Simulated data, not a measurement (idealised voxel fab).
process module | voxel released beams
cross-section cut | 250 nm wide | cells 5 nm
A cross-section is a grid of square cells, given in bands from the top down. A band is one or more rows of cells.
Each band's line starts with the height of the band's top and of its bottom, in nm. Then come its materials from left to right, each with its width in nm. One material with "throughout" fills the band from edge to edge. "air" is empty space.
Height 0 is the level under which the wafer as received is all one material. The lowest band goes on downwards, as in "0 down".
A width such as "30 to 40" changes by the same amount from each row of cells to the next, from the band's top row to its bottom row.
"no change" after a step means that no cell of the cross-section changed.
closed voids: empty space of 8 cells or more with no open way to the top, each as width x height at its distance from the left edge, in nm
after a step's settings: what the simulator itself notes on the step
overlay nm, on a step with a mask: how far to the right of its planned place the mask lay; to the left if negative
plan
1 op RECEIVE | material Si
2 op CONFORMAL_DEP | material SiN | thk nm 5
3 op DIRECTIONAL_DEP | material SiO2 | thk nm 20
4 op MASKED_ETCH | tone open | mask id ANCHOR | width nm 35 | etch materials SiO2 | depth nm 20 | overlay nm 0
5 op CONFORMAL_DEP | material polySi | thk nm 10
6 op MASKED_ETCH | tone cover | mask id BEAM | width nm 85 | etch materials polySi | depth nm 10 | overlay nm 0
7 op STRIP | etch materials SiO2
varied across the wafers: thk nm of step 2. The plan shows the first wafer's value. All wafers start alike
first wafer as received, after step 1
  0 down: Si throughout
  closed voids: none
first wafer at the end, after step 7
  35 to 25: air 80 | polySi 15 | air 15 | polySi 55 | air 85
  25 to 15: air 85 | polySi 10 | air 15 | polySi 10 | air 130
  15 to 5: air 85 | polySi 35 | air 130
  5 to 0: SiN throughout
  0 down: Si throughout
  closed voids: none
last wafer at the end
  50 to 40: air 80 | polySi 15 | air 15 | polySi 55 | air 85
  40 to 30: air 85 | polySi 10 | air 15 | polySi 10 | air 130
  30 to 20: air 85 | polySi 35 | air 130
  20 to 0: SiN throughout
  0 down: Si throughout
  closed voids: none
each wafer at the end: cells of each material gained (+) or lost (-) since it was received, then its closed voids
thk nm 5 | +50 SiN | +50 polySi | closed voids: none
thk nm 10 | +100 SiN | +50 polySi | closed voids: none
thk nm 15 | +150 SiN | +50 polySi | closed voids: none
thk nm 20 | +200 SiN | +50 polySi | closed voids: none
